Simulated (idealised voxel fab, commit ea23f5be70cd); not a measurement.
process module | voxel capacitor over wiring
cross-section cut | 200 nm wide | cells 5 nm
A cross-section is a grid of square cells, given in bands from the top down. A band is one or more rows of cells.
Each band's line starts with the height of the band's top and of its bottom, in nm. Then come its materials from left to right, each with its width in nm. One material with "throughout" fills the band from edge to edge. "air" is empty space.
Height 0 is the level under which the wafer as received is all one material. The lowest band goes on downwards, as in "0 down".
A width such as "30 to 40" changes by the same amount from each row of cells to the next, from the band's top row to its bottom row.
"no change" after a step means that no cell of the cross-section changed.
closed voids: empty space of 8 cells or more with no open way to the top, each as width x height at its distance from the left edge, in nm
after a step's settings: what the simulator itself notes on the step
overlay nm, on a step with a mask: how far to the right of its planned place the mask lay; to the left if negative
plan
1 op RECEIVE | material Si
2 op CONFORMAL_DEP | material SiO2 | thk nm 10
3 op DIRECTIONAL_DEP | material TiN | thk nm 5
4 op DIRECTIONAL_DEP | material W | thk nm 15
5 op MASKED_ETCH | tone cover | mask id METAL_1 | width nm 30 | pitch nm 90 | etch materials W | depth nm 15 | overlay nm 0
6 op MASKED_ETCH | tone cover | mask id METAL_1 | width nm 30 | pitch nm 90 | etch materials TiN | depth nm 5 | overlay nm 0
7 op CONFORMAL_DEP | material SiCN | thk nm 5
8 op FILL_DEP | material lowk | thk nm 10
9 op CMP | height nm 30
10 op CONFORMAL_DEP | material SiCN | thk nm 5
11 op DIRECTIONAL_DEP | material lowk | thk nm 10
12 op PATTERN | tone open | mask id PLUG_1 | material resist | width nm 15 | thk nm 15 | overlay nm 0
13 op DIRECTIONAL_ETCH | etch materials lowk | depth nm 10
14 op DIRECTIONAL_ETCH | etch materials SiCN | depth nm 5
15 op STRIP | etch materials resist
16 op EPI | material Ru | thk nm 10
17 op EPI | material Ru | thk nm 5
18 op DIRECTIONAL_DEP | material TiN | thk nm 5
19 op DIRECTIONAL_DEP | material HfO2 | thk nm 5
20 op DIRECTIONAL_DEP | material TiN | thk nm 10
21 op DIRECTIONAL_DEP | material aC | thk nm 10
22 op PATTERN | tone cover | mask id UPPER_PLATE | material resist | width nm 55 | thk nm 25 | overlay nm 0
23 op DIRECTIONAL_ETCH | etch materials aC | depth nm 10
24 op STRIP | etch materials resist
25 op DIRECTIONAL_ETCH | etch materials TiN | depth nm 10
26 op DIRECTIONAL_ETCH | etch materials HfO2 | depth nm 5
27 op STRIP | etch materials aC
28 op PATTERN | tone cover | mask id LOWER_PLATE | material resist | width nm 75 | thk nm 20 | overlay nm 0
29 op DIRECTIONAL_ETCH | etch materials TiN | depth nm 5
30 op STRIP | etch materials resist
31 op FILL_DEP | material SiO2 | thk nm 20
32 op CMP | height nm 80
33 op DIRECTIONAL_DEP | material aC | thk nm 10
34 op PATTERN | tone open | mask id PLUG_2 | material resist | width nm 15 | thk nm 30 | overlay nm 0
35 op DIRECTIONAL_ETCH | etch materials aC | depth nm 10
36 op STRIP | etch materials resist
37 op DIRECTIONAL_ETCH | etch materials SiO2 | depth nm 15
38 op STRIP | etch materials aC
39 op CONFORMAL_DEP | material TiN | thk nm 5
40 op FILL_DEP | material Cu | thk nm 5
41 op CMP | height nm 80
42 op CONFORMAL_DEP | material SiCN | thk nm 5
varied across the wafers: width nm of step 22. The plan shows the first wafer's value. All wafers start alike
first wafer as received, after step 1
  0 down: Si throughout
  closed voids: none
first wafer at the end, after step 42
  85 to 80: SiCN throughout
  80 to 70: SiO2 65 | TiN 5 | Cu 5 | TiN 5 | SiO2 120
  70 to 65: SiO2 65 | TiN 15 | SiO2 120
  65 to 55: SiO2 60 | TiN 55 | SiO2 85
  55 to 50: SiO2 60 | HfO2 55 | SiO2 85
  50 to 45: SiO2 50 | TiN 75 | SiO2 75
  45 to 35: lowk 55 | Ru 15 | lowk 130
  35 to 30: SiCN 55 | Ru 15 | SiCN 130
  30 to 15: lowk 35 | SiCN 5 | W 30 | SiCN 5 | lowk 50 | SiCN 5 | W 30 | SiCN 5 | lowk 35
  15 to 10: SiCN 40 | TiN 30 | SiCN 60 | TiN 30 | SiCN 40
  10 to 0: SiO2 throughout
  0 down: Si throughout
  closed voids: none
last wafer at the end
  85 to 80: SiCN throughout
  80 to 70: SiO2 65 | TiN 5 | Cu 5 | TiN 5 | SiO2 120
  70 to 60: SiO2 65 to 50 | TiN 15 to 75 | SiO2 120 to 75
  60 to 55: SiO2 50 | TiN 80 | SiO2 70
  55 to 50: SiO2 50 | HfO2 80 | SiO2 70
  50 to 45: SiO2 50 | TiN 80 | SiO2 70
  45 to 35: lowk 55 | Ru 15 | lowk 130
  35 to 30: SiCN 55 | Ru 15 | SiCN 130
  30 to 15: lowk 35 | SiCN 5 | W 30 | SiCN 5 | lowk 50 | SiCN 5 | W 30 | SiCN 5 | lowk 35
  15 to 10: SiCN 40 | TiN 30 | SiCN 60 | TiN 30 | SiCN 40
  10 to 0: SiO2 throughout
  0 down: Si throughout
  closed voids: none
each wafer at the end: cells of each material gained (+) or lost (-) since it was received, then its closed voids
width nm 55 | +2 Cu | +11 HfO2 | +9 Ru | +117 SiCN | +303 SiO2 | +56 TiN | +36 W | +146 lowk | closed voids: none
width nm 60 | +2 Cu | +12 HfO2 | +9 Ru | +117 SiCN | +300 SiO2 | +58 TiN | +36 W | +146 lowk | closed voids: none
width nm 65 | +2 Cu | +13 HfO2 | +9 Ru | +117 SiCN | +297 SiO2 | +60 TiN | +36 W | +146 lowk | closed voids: none
width nm 70 | +2 Cu | +14 HfO2 | +9 Ru | +117 SiCN | +294 SiO2 | +62 TiN | +36 W | +146 lowk | closed voids: none
width nm 75 | +2 Cu | +15 HfO2 | +9 Ru | +117 SiCN | +291 SiO2 | +64 TiN | +36 W | +146 lowk | closed voids: none
width nm 80 | +2 Cu | +16 HfO2 | +9 Ru | +117 SiCN | +288 SiO2 | +66 TiN | +36 W | +146 lowk | closed voids: none
